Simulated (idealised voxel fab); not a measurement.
process module | voxel transistor to metal
cross-section cut | 170 nm wide | cells 5 nm
A cross-section is a grid of square cells, given in bands from the top down. A band is one or more rows of cells.
Each band's line starts with the height of the band's top and of its bottom, in nm. Then come its materials from left to right, each with its width in nm. One material with "throughout" fills the band from edge to edge. "air" is empty space.
Height 0 is the level under which the wafer as received is all one material. The lowest band goes on downwards, as in "0 down".
A width such as "30 to 40" changes by the same amount from each row of cells to the next, from the band's top row to its bottom row.
"no change" after a step means that no cell of the cross-section changed.
closed voids: empty space of 8 cells or more with no open way to the top, each as width x height at its distance from the left edge, in nm
after a step's settings: what the simulator itself notes on the step
overlay nm, on a step with a mask: how far to the right of its planned place the mask lay; to the left if negative
plan
1 op RECEIVE | material Si
2 op CONFORMAL_DEP | material SiO2 | thk nm 5
3 op CONFORMAL_DEP | material SiN | thk nm 10
4 op DIRECTIONAL_DEP | material aC | thk nm 10
5 op PATTERN | tone cover | mask id ACTIVE | material resist | width nm 110 | thk nm 25 | overlay nm 0
6 op DIRECTIONAL_ETCH | etch materials aC | depth nm 10
7 op STRIP | etch materials resist
8 op DIRECTIONAL_ETCH | etch materials SiN | depth nm 10
9 op DIRECTIONAL_ETCH | etch materials SiO2 | depth nm 5
10 op DIRECTIONAL_ETCH | etch materials Si | depth nm 20
11 op STRIP | etch materials aC
12 op FILL_DEP | material SiO2 | thk nm 15
13 op CMP | height nm 15
14 op SELECTIVE_ETCH | etch materials SiO2 | depth nm 5
15 op STRIP | etch materials SiN
16 op SELECTIVE_ETCH | etch materials SiO2 | depth nm 5
17 op OXIDIZE | depth nm 5
18 op DIRECTIONAL_DEP | material polySi | thk nm 30
19 op DIRECTIONAL_DEP | material SiCN | thk nm 15
20 op MASKED_ETCH | tone cover | mask id GATE | width nm 30 | etch materials SiCN | depth nm 25 | overlay nm 0
21 op MASKED_ETCH | tone cover | mask id GATE | width nm 30 | etch materials polySi | depth nm 40 | overlay nm 0
22 op CONFORMAL_DEP | material SiN | thk nm 5
23 op DIRECTIONAL_ETCH | etch materials SiN | depth nm 5
24 op DIRECTIONAL_ETCH | etch materials SiO2 | depth nm 5
25 op DIRECTIONAL_ETCH | etch materials Si | depth nm 15
26 op EPI | material pSi | thk nm 15
27 op FILL_DEP | material SiO2 | thk nm 10
28 op CMP | height nm 30
29 op STRIP | etch materials polySi
30 op SELECTIVE_ETCH | etch materials SiO2 | depth nm 5
31 op CONFORMAL_DEP | material HfO2 | thk nm 5
32 op CONFORMAL_DEP | material TiN | thk nm 5
33 op FILL_DEP | material W | thk nm 5
34 op CMP | height nm 25
35 op DIRECTIONAL_DEP | material SiO2 | thk nm 10
36 op PATTERN | tone open | mask id CONTACT | material resist | width nm 15 | pitch nm 75 | thk nm 20 | overlay nm 0
37 op DIRECTIONAL_ETCH | etch materials SiO2 | depth nm 40
38 op STRIP | etch materials resist
39 op CONFORMAL_DEP | material TiN | thk nm 5
40 op FILL_DEP | material Ru | thk nm 10
41 op CMP | height nm 35
42 op DIRECTIONAL_DEP | material TiN | thk nm 5
43 op DIRECTIONAL_DEP | material W | thk nm 25
44 op DIRECTIONAL_DEP | material aC | thk nm 15
45 op PATTERN | tone cover | mask id METAL_1 | material resist | width nm 15 | pitch nm 75 | thk nm 30 | overlay nm 0
46 op DIRECTIONAL_ETCH | etch materials aC | depth nm 15
47 op STRIP | etch materials resist
48 op DIRECTIONAL_ETCH | etch materials W | depth nm 25
49 op DIRECTIONAL_ETCH | etch materials TiN | depth nm 5
50 op STRIP | etch materials aC
51 op CONFORMAL_DEP | material SiCN | thk nm 5
52 op FILL_DEP | material lowk | thk nm 10
53 op CMP | height nm 65
54 op CONFORMAL_DEP | material SiCN | thk nm 5
first wafer, as planned
as received, after step 1
  0 down: Si throughout
  closed voids: none
after step 2
  5 to 0: SiO2 throughout
  below 0: unchanged
after step 3
  15 to 5: SiN throughout
  below 5: unchanged
after step 4
  25 to 15: aC throughout
  below 15: unchanged
after step 5
  50 to 25: air 30 | resist 110 | air 30
  below 25: unchanged
after step 6
  40 to 25: air 30 | resist 110 | air 30
  25 to 15: air 30 | aC 110 | air 30
  below 15: unchanged
after step 7
  25 to 15: air 30 | aC 110 | air 30
  below 15: unchanged
after step 8
  25 to 15: air 30 | aC 110 | air 30
  15 to 5: air 30 | SiN 110 | air 30
  below 5: unchanged
after step 9
  25 to 15: air 30 | aC 110 | air 30
  15 to 5: air 30 | SiN 110 | air 30
  5 to 0: air 30 | SiO2 110 | air 30
  below 0: unchanged
after step 10
  25 to 15: air 30 | aC 110 | air 30
  15 to 5: air 30 | SiN 110 | air 30
  5 to 0: air 30 | SiO2 110 | air 30
  0 to -20: air 30 | Si 110 | air 30
  below -20: unchanged
after step 11
  15 to 5: air 30 | SiN 110 | air 30
  below 5: unchanged
after step 12
  30 to 15: SiO2 throughout
  15 to 5: SiO2 30 | SiN 110 | SiO2 30
  5 to 0: SiO2 throughout
  0 to -20: SiO2 30 | Si 110 | SiO2 30
  below -20: unchanged
after step 13
  15 to 5: SiO2 30 | SiN 110 | SiO2 30
  below 5: unchanged
after step 14
  15 to 10: air 30 | SiN 110 | air 30
  below 10: unchanged
after step 15
  10 to 5: SiO2 30 | air 110 | SiO2 30
  below 5: unchanged
after step 16
  5 to 0: SiO2 25 | air 120 | SiO2 25
  below 0: unchanged
after step 17
  5 to 0: SiO2 25 | air 120 | SiO2 25
  0 to -5: SiO2 throughout
  below -5: unchanged
after step 18
  35 to 30: polySi 25 | air 120 | polySi 25
  30 to 5: polySi throughout
  5 to 0: SiO2 25 | polySi 120 | SiO2 25
  below 0: unchanged
after step 19
  50 to 45: SiCN 25 | air 120 | SiCN 25
  45 to 35: SiCN throughout
  35 to 30: polySi 25 | SiCN 120 | polySi 25
  below 30: unchanged
after step 20
  45 to 35: air 70 | SiCN 30 | air 70
  35 to 30: polySi 25 | air 45 | SiCN 30 | air 45 | polySi 25
  below 30: unchanged
after step 21
  45 to 30: air 70 | SiCN 30 | air 70
  30 to 5: air 70 | polySi 30 | air 70
  5 to 0: SiO2 25 | air 45 | polySi 30 | air 45 | SiO2 25
  below 0: unchanged
after step 22
  50 to 45: air 65 | SiN 40 | air 65
  45 to 30: air 65 | SiN 5 | SiCN 30 | SiN 5 | air 65
  30 to 10: air 65 | SiN 5 | polySi 30 | SiN 5 | air 65
  10 to 5: SiN 30 | air 35 | SiN 5 | polySi 30 | SiN 5 | air 35 | SiN 30
  5 to 0: SiO2 25 | SiN 45 | polySi 30 | SiN 45 | SiO2 25
  below 0: unchanged
after step 23
  45 to 30: air 65 | SiN 5 | SiCN 30 | SiN 5 | air 65
  30 to 5: air 65 | SiN 5 | polySi 30 | SiN 5 | air 65
  5 to 0: SiO2 25 | SiN 5 | air 35 | SiN 5 | polySi 30 | SiN 5 | air 35 | SiN 5 | SiO2 25
  below 0: unchanged
after step 24
  45 to 30: air 65 | SiN 5 | SiCN 30 | SiN 5 | air 65
  30 to 5: air 65 | SiN 5 | polySi 30 | SiN 5 | air 65
  5 to 0: air 25 | SiN 5 | air 35 | SiN 5 | polySi 30 | SiN 5 | air 35 | SiN 5 | air 25
  0 to -5: SiO2 30 | air 35 | SiO2 40 | air 35 | SiO2 30
  below -5: unchanged
after step 25
  45 to 30: air 65 | SiN 5 | SiCN 30 | SiN 5 | air 65
  30 to 5: air 65 | SiN 5 | polySi 30 | SiN 5 | air 65
  5 to 0: air 25 | SiN 5 | air 35 | SiN 5 | polySi 30 | SiN 5 | air 35 | SiN 5 | air 25
  0 to -5: SiO2 30 | air 35 | SiO2 40 | air 35 | SiO2 30
  -5 to -20: SiO2 30 | air 35 | Si 40 | air 35 | SiO2 30
  below -20: unchanged
after step 26
  45 to 30: air 65 | SiN 5 | SiCN 30 | SiN 5 | air 65
  30 to 10: air 65 | SiN 5 | polySi 30 | SiN 5 | air 65
  10 to 5: air 50 | pSi 15 | SiN 5 | polySi 30 | SiN 5 | pSi 15 | air 50
  5 to 0: air 25 | SiN 5 | air 20 | pSi 15 | SiN 5 | polySi 30 | SiN 5 | pSi 15 | air 20 | SiN 5 | air 25
  0 to -5: SiO2 30 | air 20 | pSi 15 | SiO2 40 | pSi 15 | air 20 | SiO2 30
  -5 to -20: SiO2 30 | pSi 35 | Si 40 | pSi 35 | SiO2 30
  below -20: unchanged
after step 27
  55 to 45: SiO2 throughout
  45 to 30: SiO2 65 | SiN 5 | SiCN 30 | SiN 5 | SiO2 65
  30 to 10: SiO2 65 | SiN 5 | polySi 30 | SiN 5 | SiO2 65
  10 to 5: SiO2 50 | pSi 15 | SiN 5 | polySi 30 | SiN 5 | pSi 15 | SiO2 50
  5 to 0: SiO2 25 | SiN 5 | SiO2 20 | pSi 15 | SiN 5 | polySi 30 | SiN 5 | pSi 15 | SiO2 20 | SiN 5 | SiO2 25
  0 to -5: SiO2 50 | pSi 15 | SiO2 40 | pSi 15 | SiO2 50
  below -5: unchanged
after step 28
  30 to 10: SiO2 65 | SiN 5 | polySi 30 | SiN 5 | SiO2 65
  below 10: unchanged
after step 29
  30 to 10: SiO2 65 | SiN 5 | air 30 | SiN 5 | SiO2 65
  10 to 5: SiO2 50 | pSi 15 | SiN 5 | air 30 | SiN 5 | pSi 15 | SiO2 50
  5 to 0: SiO2 25 | SiN 5 | SiO2 20 | pSi 15 | SiN 5 | air 30 | SiN 5 | pSi 15 | SiO2 20 | SiN 5 | SiO2 25
  below 0: unchanged
after step 30
  30 to 25: air 65 | SiN 5 | air 30 | SiN 5 | air 65
  25 to 10: SiO2 65 | SiN 5 | air 30 | SiN 5 | SiO2 65
  10 to 5: SiO2 50 | pSi 15 | SiN 5 | air 30 | SiN 5 | pSi 15 | SiO2 50
  5 to 0: SiO2 25 | SiN 5 | SiO2 20 | pSi 15 | SiN 5 | air 30 | SiN 5 | pSi 15 | SiO2 20 | SiN 5 | SiO2 25
  0 to -5: SiO2 50 | pSi 15 | air 40 | pSi 15 | SiO2 50
  below -5: unchanged
after step 31
  35 to 30: air 60 | HfO2 15 | air 20 | HfO2 15 | air 60
  30 to 25: HfO2 65 | SiN 5 | HfO2 5 | air 20 | HfO2 5 | SiN 5 | HfO2 65
  25 to 10: SiO2 65 | SiN 5 | HfO2 5 | air 20 | HfO2 5 | SiN 5 | SiO2 65
  10 to 5: SiO2 50 | pSi 15 | SiN 5 | HfO2 5 | air 20 | HfO2 5 | SiN 5 | pSi 15 | SiO2 50
  5 to 0: SiO2 25 | SiN 5 | SiO2 20 | pSi 15 | SiN 5 | HfO2 5 | air 20 | HfO2 5 | SiN 5 | pSi 15 | SiO2 20 | SiN 5 | SiO2 25
  0 to -5: SiO2 50 | pSi 15 | HfO2 40 | pSi 15 | SiO2 50
  below -5: unchanged
after step 32
  40 to 35: air 55 | TiN 25 | air 10 | TiN 25 | air 55
  35 to 30: TiN 60 | HfO2 15 | TiN 5 | air 10 | TiN 5 | HfO2 15 | TiN 60
  30 to 25: HfO2 65 | SiN 5 | HfO2 5 | TiN 5 | air 10 | TiN 5 | HfO2 5 | SiN 5 | HfO2 65
  25 to 10: SiO2 65 | SiN 5 | HfO2 5 | TiN 5 | air 10 | TiN 5 | HfO2 5 | SiN 5 | SiO2 65
  10 to 5: SiO2 50 | pSi 15 | SiN 5 | HfO2 5 | TiN 5 | air 10 | TiN 5 | HfO2 5 | SiN 5 | pSi 15 | SiO2 50
  5 to 0: SiO2 25 | SiN 5 | SiO2 20 | pSi 15 | SiN 5 | HfO2 5 | TiN 20 | HfO2 5 | SiN 5 | pSi 15 | SiO2 20 | SiN 5 | SiO2 25
  below 0: unchanged
after step 33
  45 to 40: W throughout
  40 to 35: W 55 | TiN 25 | W 10 | TiN 25 | W 55
  35 to 30: TiN 60 | HfO2 15 | TiN 5 | W 10 | TiN 5 | HfO2 15 | TiN 60
  30 to 25: HfO2 65 | SiN 5 | HfO2 5 | TiN 5 | W 10 | TiN 5 | HfO2 5 | SiN 5 | HfO2 65
  25 to 10: SiO2 65 | SiN 5 | HfO2 5 | TiN 5 | W 10 | TiN 5 | HfO2 5 | SiN 5 | SiO2 65
  10 to 5: SiO2 50 | pSi 15 | SiN 5 | HfO2 5 | TiN 5 | W 10 | TiN 5 | HfO2 5 | SiN 5 | pSi 15 | SiO2 50
  below 5: unchanged
after step 34
  25 to 10: SiO2 65 | SiN 5 | HfO2 5 | TiN 5 | W 10 | TiN 5 | HfO2 5 | SiN 5 | SiO2 65
  below 10: unchanged
after step 35
  35 to 25: SiO2 throughout
  below 25: unchanged
after step 36
  55 to 35: resist 40 | air 15 | resist 60 | air 15 | resist 40
  below 35: unchanged
after step 37
  55 to 35: resist 40 | air 15 | resist 60 | air 15 | resist 40
  35 to 25: SiO2 40 | air 15 | SiO2 60 | air 15 | SiO2 40
  25 to 10: SiO2 40 | air 15 | SiO2 10 | SiN 5 | HfO2 5 | TiN 5 | W 10 | TiN 5 | HfO2 5 | SiN 5 | SiO2 10 | air 15 | SiO2 40
  10 to 5: SiO2 40 | air 10 | pSi 15 | SiN 5 | HfO2 5 | TiN 5 | W 10 | TiN 5 | HfO2 5 | SiN 5 | pSi 15 | air 10 | SiO2 40
  5 to 0: SiO2 25 | SiN 5 | SiO2 10 | air 10 | pSi 15 | SiN 5 | HfO2 5 | TiN 20 | HfO2 5 | SiN 5 | pSi 15 | air 10 | SiO2 10 | SiN 5 | SiO2 25
  0 to -5: SiO2 40 | air 10 | pSi 15 | HfO2 40 | pSi 15 | air 10 | SiO2 40
  below -5: unchanged
after step 38
  35 to 25: SiO2 40 | air 15 | SiO2 60 | air 15 | SiO2 40
  below 25: unchanged
after step 39
  40 to 35: TiN 45 | air 5 | TiN 70 | air 5 | TiN 45
  35 to 25: SiO2 40 | TiN 5 | air 5 | TiN 5 | SiO2 60 | TiN 5 | air 5 | TiN 5 | SiO2 40
  25 to 15: SiO2 40 | TiN 5 | air 5 | TiN 5 | SiO2 10 | SiN 5 | HfO2 5 | TiN 5 | W 10 | TiN 5 | HfO2 5 | SiN 5 | SiO2 10 | TiN 5 | air 5 | TiN 5 | SiO2 40
  15 to 10: SiO2 40 | TiN 15 | SiO2 10 | SiN 5 | HfO2 5 | TiN 5 | W 10 | TiN 5 | HfO2 5 | SiN 5 | SiO2 10 | TiN 15 | SiO2 40
  10 to 5: SiO2 40 | TiN 10 | pSi 15 | SiN 5 | HfO2 5 | TiN 5 | W 10 | TiN 5 | HfO2 5 | SiN 5 | pSi 15 | TiN 10 | SiO2 40
  5 to 0: SiO2 25 | SiN 5 | SiO2 10 | TiN 10 | pSi 15 | SiN 5 | HfO2 5 | TiN 20 | HfO2 5 | SiN 5 | pSi 15 | TiN 10 | SiO2 10 | SiN 5 | SiO2 25
  0 to -5: SiO2 40 | TiN 10 | pSi 15 | HfO2 40 | pSi 15 | TiN 10 | SiO2 40
  below -5: unchanged
after step 40
  50 to 40: Ru throughout
  40 to 35: TiN 45 | Ru 5 | TiN 70 | Ru 5 | TiN 45
  35 to 25: SiO2 40 | TiN 5 | Ru 5 | TiN 5 | SiO2 60 | TiN 5 | Ru 5 | TiN 5 | SiO2 40
  25 to 15: SiO2 40 | TiN 5 | Ru 5 | TiN 5 | SiO2 10 | SiN 5 | HfO2 5 | TiN 5 | W 10 | TiN 5 | HfO2 5 | SiN 5 | SiO2 10 | TiN 5 | Ru 5 | TiN 5 | SiO2 40
  below 15: unchanged
after step 41
  35 to 25: SiO2 40 | TiN 5 | Ru 5 | TiN 5 | SiO2 60 | TiN 5 | Ru 5 | TiN 5 | SiO2 40
  below 25: unchanged
after step 42
  40 to 35: TiN throughout
  below 35: unchanged
after step 43
  65 to 40: W throughout
  below 40: unchanged
after step 44
  80 to 65: aC throughout
  below 65: unchanged
after step 45
  110 to 80: air 40 | resist 15 | air 60 | resist 15 | air 40
  below 80: unchanged
after step 46
  95 to 80: air 40 | resist 15 | air 60 | resist 15 | air 40
  80 to 65: air 40 | aC 15 | air 60 | aC 15 | air 40
  below 65: unchanged
after step 47
  80 to 65: air 40 | aC 15 | air 60 | aC 15 | air 40
  below 65: unchanged
after step 48
  80 to 65: air 40 | aC 15 | air 60 | aC 15 | air 40
  65 to 40: air 40 | W 15 | air 60 | W 15 | air 40
  below 40: unchanged
after step 49
  80 to 65: air 40 | aC 15 | air 60 | aC 15 | air 40
  65 to 40: air 40 | W 15 | air 60 | W 15 | air 40
  40 to 35: air 40 | TiN 15 | air 60 | TiN 15 | air 40
  below 35: unchanged
after step 50
  65 to 40: air 40 | W 15 | air 60 | W 15 | air 40
  below 40: unchanged
after step 51
  70 to 65: air 35 | SiCN 25 | air 50 | SiCN 25 | air 35
  65 to 40: air 35 | SiCN 5 | W 15 | SiCN 5 | air 50 | SiCN 5 | W 15 | SiCN 5 | air 35
  40 to 35: SiCN 40 | TiN 15 | SiCN 60 | TiN 15 | SiCN 40
  below 35: unchanged
after step 52
  80 to 70: lowk throughout
  70 to 65: lowk 35 | SiCN 25 | lowk 50 | SiCN 25 | lowk 35
  65 to 40: lowk 35 | SiCN 5 | W 15 | SiCN 5 | lowk 50 | SiCN 5 | W 15 | SiCN 5 | lowk 35
  below 40: unchanged
after step 53
  65 to 40: lowk 35 | SiCN 5 | W 15 | SiCN 5 | lowk 50 | SiCN 5 | W 15 | SiCN 5 | lowk 35
  below 40: unchanged
after step 54
  70 to 65: SiCN throughout
  below 65: unchanged
second wafer: like start, like plan, one mistake. Through step 30 it matches the first wafer
when step 31 should have ended
  35 to 30: air 60 | TiN 15 | air 20 | TiN 15 | air 60
  30 to 25: TiN 65 | SiN 5 | TiN 5 | air 20 | TiN 5 | SiN 5 | TiN 65
  25 to 10: SiO2 65 | SiN 5 | TiN 5 | air 20 | TiN 5 | SiN 5 | SiO2 65
  10 to 5: SiO2 50 | pSi 15 | SiN 5 | TiN 5 | air 20 | TiN 5 | SiN 5 | pSi 15 | SiO2 50
  5 to 0: SiO2 25 | SiN 5 | SiO2 20 | pSi 15 | SiN 5 | TiN 5 | air 20 | TiN 5 | SiN 5 | pSi 15 | SiO2 20 | SiN 5 | SiO2 25
  0 to -5: SiO2 50 | pSi 15 | TiN 40 | pSi 15 | SiO2 50
  below -5: unchanged
when step 32 should have ended
  40 to 35: air 55 | HfO2 25 | air 10 | HfO2 25 | air 55
  35 to 30: HfO2 60 | TiN 15 | HfO2 5 | air 10 | HfO2 5 | TiN 15 | HfO2 60
  30 to 25: TiN 65 | SiN 5 | TiN 5 | HfO2 5 | air 10 | HfO2 5 | TiN 5 | SiN 5 | TiN 65
  25 to 10: SiO2 65 | SiN 5 | TiN 5 | HfO2 5 | air 10 | HfO2 5 | TiN 5 | SiN 5 | SiO2 65
  10 to 5: SiO2 50 | pSi 15 | SiN 5 | TiN 5 | HfO2 5 | air 10 | HfO2 5 | TiN 5 | SiN 5 | pSi 15 | SiO2 50
  5 to 0: SiO2 25 | SiN 5 | SiO2 20 | pSi 15 | SiN 5 | TiN 5 | HfO2 20 | TiN 5 | SiN 5 | pSi 15 | SiO2 20 | SiN 5 | SiO2 25
  below 0: unchanged
when step 33 should have ended
  45 to 40: W throughout
  40 to 35: W 55 | HfO2 25 | W 10 | HfO2 25 | W 55
  35 to 30: HfO2 60 | TiN 15 | HfO2 5 | W 10 | HfO2 5 | TiN 15 | HfO2 60
  30 to 25: TiN 65 | SiN 5 | TiN 5 | HfO2 5 | W 10 | HfO2 5 | TiN 5 | SiN 5 | TiN 65
  25 to 10: SiO2 65 | SiN 5 | TiN 5 | HfO2 5 | W 10 | HfO2 5 | TiN 5 | SiN 5 | SiO2 65
  10 to 5: SiO2 50 | pSi 15 | SiN 5 | TiN 5 | HfO2 5 | W 10 | HfO2 5 | TiN 5 | SiN 5 | pSi 15 | SiO2 50
  below 5: unchanged
when step 34 should have ended
  25 to 10: SiO2 65 | SiN 5 | TiN 5 | HfO2 5 | W 10 | HfO2 5 | TiN 5 | SiN 5 | SiO2 65
  below 10: unchanged
when step 35 should have ended
  35 to 25: SiO2 throughout
  below 25: unchanged
when step 36 should have ended
  55 to 35: resist 40 | air 15 | resist 60 | air 15 | resist 40
  below 35: unchanged
when step 37 should have ended
  55 to 35: resist 40 | air 15 | resist 60 | air 15 | resist 40
  35 to 25: SiO2 40 | air 15 | SiO2 60 | air 15 | SiO2 40
  25 to 10: SiO2 40 | air 15 | SiO2 10 | SiN 5 | TiN 5 | HfO2 5 | W 10 | HfO2 5 | TiN 5 | SiN 5 | SiO2 10 | air 15 | SiO2 40
  10 to 5: SiO2 40 | air 10 | pSi 15 | SiN 5 | TiN 5 | HfO2 5 | W 10 | HfO2 5 | TiN 5 | SiN 5 | pSi 15 | air 10 | SiO2 40
  5 to 0: SiO2 25 | SiN 5 | SiO2 10 | air 10 | pSi 15 | SiN 5 | TiN 5 | HfO2 20 | TiN 5 | SiN 5 | pSi 15 | air 10 | SiO2 10 | SiN 5 | SiO2 25
  0 to -5: SiO2 40 | air 10 | pSi 15 | TiN 40 | pSi 15 | air 10 | SiO2 40
  below -5: unchanged
when step 38 should have ended
  35 to 25: SiO2 40 | air 15 | SiO2 60 | air 15 | SiO2 40
  below 25: unchanged
when step 39 should have ended
  40 to 35: TiN 45 | air 5 | TiN 70 | air 5 | TiN 45
  35 to 25: SiO2 40 | TiN 5 | air 5 | TiN 5 | SiO2 60 | TiN 5 | air 5 | TiN 5 | SiO2 40
  25 to 15: SiO2 40 | TiN 5 | air 5 | TiN 5 | SiO2 10 | SiN 5 | TiN 5 | HfO2 5 | W 10 | HfO2 5 | TiN 5 | SiN 5 | SiO2 10 | TiN 5 | air 5 | TiN 5 | SiO2 40
  15 to 10: SiO2 40 | TiN 15 | SiO2 10 | SiN 5 | TiN 5 | HfO2 5 | W 10 | HfO2 5 | TiN 5 | SiN 5 | SiO2 10 | TiN 15 | SiO2 40
  10 to 5: SiO2 40 | TiN 10 | pSi 15 | SiN 5 | TiN 5 | HfO2 5 | W 10 | HfO2 5 | TiN 5 | SiN 5 | pSi 15 | TiN 10 | SiO2 40
  5 to 0: SiO2 25 | SiN 5 | SiO2 10 | TiN 10 | pSi 15 | SiN 5 | TiN 5 | HfO2 20 | TiN 5 | SiN 5 | pSi 15 | TiN 10 | SiO2 10 | SiN 5 | SiO2 25
  0 to -5: SiO2 40 | TiN 10 | pSi 15 | TiN 40 | pSi 15 | TiN 10 | SiO2 40
  below -5: unchanged
when step 40 should have ended
  50 to 40: Ru throughout
  40 to 35: TiN 45 | Ru 5 | TiN 70 | Ru 5 | TiN 45
  35 to 25: SiO2 40 | TiN 5 | Ru 5 | TiN 5 | SiO2 60 | TiN 5 | Ru 5 | TiN 5 | SiO2 40
  25 to 15: SiO2 40 | TiN 5 | Ru 5 | TiN 5 | SiO2 10 | SiN 5 | TiN 5 | HfO2 5 | W 10 | HfO2 5 | TiN 5 | SiN 5 | SiO2 10 | TiN 5 | Ru 5 | TiN 5 | SiO2 40
  below 15: unchanged
when step 41 should have ended
  35 to 25: SiO2 40 | TiN 5 | Ru 5 | TiN 5 | SiO2 60 | TiN 5 | Ru 5 | TiN 5 | SiO2 40
  below 25: unchanged
when step 42 should have ended
  40 to 35: TiN throughout
  below 35: unchanged
when step 43 should have ended
  65 to 40: W throughout
  below 40: unchanged
when step 44 should have ended
  80 to 65: aC throughout
  below 65: unchanged
when step 45 should have ended
  110 to 80: air 40 | resist 15 | air 60 | resist 15 | air 40
  below 80: unchanged
when step 46 should have ended
  95 to 80: air 40 | resist 15 | air 60 | resist 15 | air 40
  80 to 65: air 40 | aC 15 | air 60 | aC 15 | air 40
  below 65: unchanged
when step 47 should have ended
  80 to 65: air 40 | aC 15 | air 60 | aC 15 | air 40
  below 65: unchanged
when step 48 should have ended
  80 to 65: air 40 | aC 15 | air 60 | aC 15 | air 40
  65 to 40: air 40 | W 15 | air 60 | W 15 | air 40
  below 40: unchanged
when step 49 should have ended
  80 to 65: air 40 | aC 15 | air 60 | aC 15 | air 40
  65 to 40: air 40 | W 15 | air 60 | W 15 | air 40
  40 to 35: air 40 | TiN 15 | air 60 | TiN 15 | air 40
  below 35: unchanged
when step 50 should have ended
  65 to 40: air 40 | W 15 | air 60 | W 15 | air 40
  below 40: unchanged
when step 51 should have ended
  70 to 65: air 35 | SiCN 25 | air 50 | SiCN 25 | air 35
  65 to 40: air 35 | SiCN 5 | W 15 | SiCN 5 | air 50 | SiCN 5 | W 15 | SiCN 5 | air 35
  40 to 35: SiCN 40 | TiN 15 | SiCN 60 | TiN 15 | SiCN 40
  below 35: unchanged
when step 52 should have ended
  80 to 70: lowk throughout
  70 to 65: lowk 35 | SiCN 25 | lowk 50 | SiCN 25 | lowk 35
  65 to 40: lowk 35 | SiCN 5 | W 15 | SiCN 5 | lowk 50 | SiCN 5 | W 15 | SiCN 5 | lowk 35
  below 40: unchanged
when step 53 should have ended
  65 to 40: lowk 35 | SiCN 5 | W 15 | SiCN 5 | lowk 50 | SiCN 5 | W 15 | SiCN 5 | lowk 35
  below 40: unchanged
when step 54 should have ended
  70 to 65: SiCN throughout
  below 65: unchanged
what went wrong: steps 31 and 32 were swapped
at the end the second wafer has, in cells: 6 fewer of HfO2 | 6 more of TiN
